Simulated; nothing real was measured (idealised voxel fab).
process module | voxel trench capacitor
cross-section cut | 205 nm wide | cells 5 nm
A cross-section is a grid of square cells, given in bands from the top down. A band is one or more rows of cells.
Each band's line starts with the height of the band's top and of its bottom, in nm. Then come its materials from left to right, each with its width in nm. One material with "throughout" fills the band from edge to edge. "air" is empty space.
Height 0 is the level under which the wafer as received is all one material. The lowest band goes on downwards, as in "0 down".
A width such as "30 to 40" changes by the same amount from each row of cells to the next, from the band's top row to its bottom row.
"no change" after a step means that no cell of the cross-section changed.
closed voids: empty space of 8 cells or more with no open way to the top, each as width x height at its distance from the left edge, in nm
after a step's settings: what the simulator itself notes on the step
overlay nm, on a step with a mask: how far to the right of its planned place the mask lay; to the left if negative
plan
1 op RECEIVE | material Si
2 op CONFORMAL_DEP | material SiN | thk nm 10
3 op DIRECTIONAL_DEP | material aC | thk nm 15
4 op PATTERN | tone open | mask id TRENCH | material resist | width nm 25 | pitch nm 45 | thk nm 35 | overlay nm 0
5 op DIRECTIONAL_ETCH | etch materials aC | depth nm 15
6 op STRIP | etch materials resist
7 op DIRECTIONAL_ETCH | etch materials SiN | depth nm 10
8 op DIRECTIONAL_ETCH | etch materials Si | depth nm 40
9 op STRIP | etch materials aC
10 op CONFORMAL_DEP | material HfO2 | thk nm 5
11 op CONFORMAL_DEP | material TiN | thk nm 5
12 op FILL_DEP | material W | thk nm 5
13 op CMP | height nm 10
first wafer, as planned
as received, after step 1
  0 down: Si throughout
  closed voids: none
after step 2
  10 to 0: SiN throughout
  below 0: unchanged
after step 3
  25 to 10: aC throughout
  below 10: unchanged
after step 4
  60 to 25: resist 65 | air 25 | resist 20 | air 25 | resist 70
  below 25: unchanged
after step 5
  45 to 25: resist 65 | air 25 | resist 20 | air 25 | resist 70
  25 to 10: aC 65 | air 25 | aC 20 | air 25 | aC 70
  below 10: unchanged
after step 6
  25 to 10: aC 65 | air 25 | aC 20 | air 25 | aC 70
  below 10: unchanged
after step 7
  25 to 10: aC 65 | air 25 | aC 20 | air 25 | aC 70
  10 to 0: SiN 65 | air 25 | SiN 20 | air 25 | SiN 70
  below 0: unchanged
after step 8
  25 to 10: aC 65 | air 25 | aC 20 | air 25 | aC 70
  10 to 0: SiN 65 | air 25 | SiN 20 | air 25 | SiN 70
  0 to -40: Si 65 | air 25 | Si 20 | air 25 | Si 70
  below -40: unchanged
after step 9
  10 to 0: SiN 65 | air 25 | SiN 20 | air 25 | SiN 70
  below 0: unchanged
after step 10
  15 to 10: HfO2 70 | air 15 | HfO2 30 | air 15 | HfO2 75
  10 to 0: SiN 65 | HfO2 5 | air 15 | HfO2 5 | SiN 20 | HfO2 5 | air 15 | HfO2 5 | SiN 70
  0 to -35: Si 65 | HfO2 5 | air 15 | HfO2 5 | Si 20 | HfO2 5 | air 15 | HfO2 5 | Si 70
  -35 to -40: Si 65 | HfO2 25 | Si 20 | HfO2 25 | Si 70
  below -40: unchanged
after step 11
  20 to 15: TiN 75 | air 5 | TiN 40 | air 5 | TiN 80
  15 to 10: HfO2 70 | TiN 5 | air 5 | TiN 5 | HfO2 30 | TiN 5 | air 5 | TiN 5 | HfO2 75
  10 to 0: SiN 65 | HfO2 5 | TiN 5 | air 5 | TiN 5 | HfO2 5 | SiN 20 | HfO2 5 | TiN 5 | air 5 | TiN 5 | HfO2 5 | SiN 70
  0 to -30: Si 65 | HfO2 5 | TiN 5 | air 5 | TiN 5 | HfO2 5 | Si 20 | HfO2 5 | TiN 5 | air 5 | TiN 5 | HfO2 5 | Si 70
  -30 to -35: Si 65 | HfO2 5 | TiN 15 | HfO2 5 | Si 20 | HfO2 5 | TiN 15 | HfO2 5 | Si 70
  below -35: unchanged
after step 12
  25 to 20: W throughout
  20 to 15: TiN 75 | W 5 | TiN 40 | W 5 | TiN 80
  15 to 10: HfO2 70 | TiN 5 | W 5 | TiN 5 | HfO2 30 | TiN 5 | W 5 | TiN 5 | HfO2 75
  10 to 0: SiN 65 | HfO2 5 | TiN 5 | W 5 | TiN 5 | HfO2 5 | SiN 20 | HfO2 5 | TiN 5 | W 5 | TiN 5 | HfO2 5 | SiN 70
  0 to -30: Si 65 | HfO2 5 | TiN 5 | W 5 | TiN 5 | HfO2 5 | Si 20 | HfO2 5 | TiN 5 | W 5 | TiN 5 | HfO2 5 | Si 70
  below -30: unchanged
after step 13
  10 to 0: SiN 65 | HfO2 5 | TiN 5 | W 5 | TiN 5 | HfO2 5 | SiN 20 | HfO2 5 | TiN 5 | W 5 | TiN 5 | HfO2 5 | SiN 70
  below 0: unchanged
second wafer: like start, like plan, one mistake. Through step 11 it matches the first wafer
when step 12 should have ended
  25 to 20: HfO2 throughout
  20 to 15: TiN 75 | HfO2 5 | TiN 40 | HfO2 5 | TiN 80
  15 to 10: HfO2 70 | TiN 5 | HfO2 5 | TiN 5 | HfO2 30 | TiN 5 | HfO2 5 | TiN 5 | HfO2 75
  10 to 0: SiN 65 | HfO2 5 | TiN 5 | HfO2 5 | TiN 5 | HfO2 5 | SiN 20 | HfO2 5 | TiN 5 | HfO2 5 | TiN 5 | HfO2 5 | SiN 70
  0 to -30: Si 65 | HfO2 5 | TiN 5 | HfO2 5 | TiN 5 | HfO2 5 | Si 20 | HfO2 5 | TiN 5 | HfO2 5 | TiN 5 | HfO2 5 | Si 70
  below -30: unchanged
when step 13 should have ended
  10 to 0: SiN 65 | HfO2 5 | TiN 5 | HfO2 5 | TiN 5 | HfO2 5 | SiN 20 | HfO2 5 | TiN 5 | HfO2 5 | TiN 5 | HfO2 5 | SiN 70
  below 0: unchanged
what went wrong: step 12 ran as: op FILL_DEP | material HfO2 | thk nm 5
at the end the second wafer has, in cells: 16 more of HfO2 | 16 fewer of W
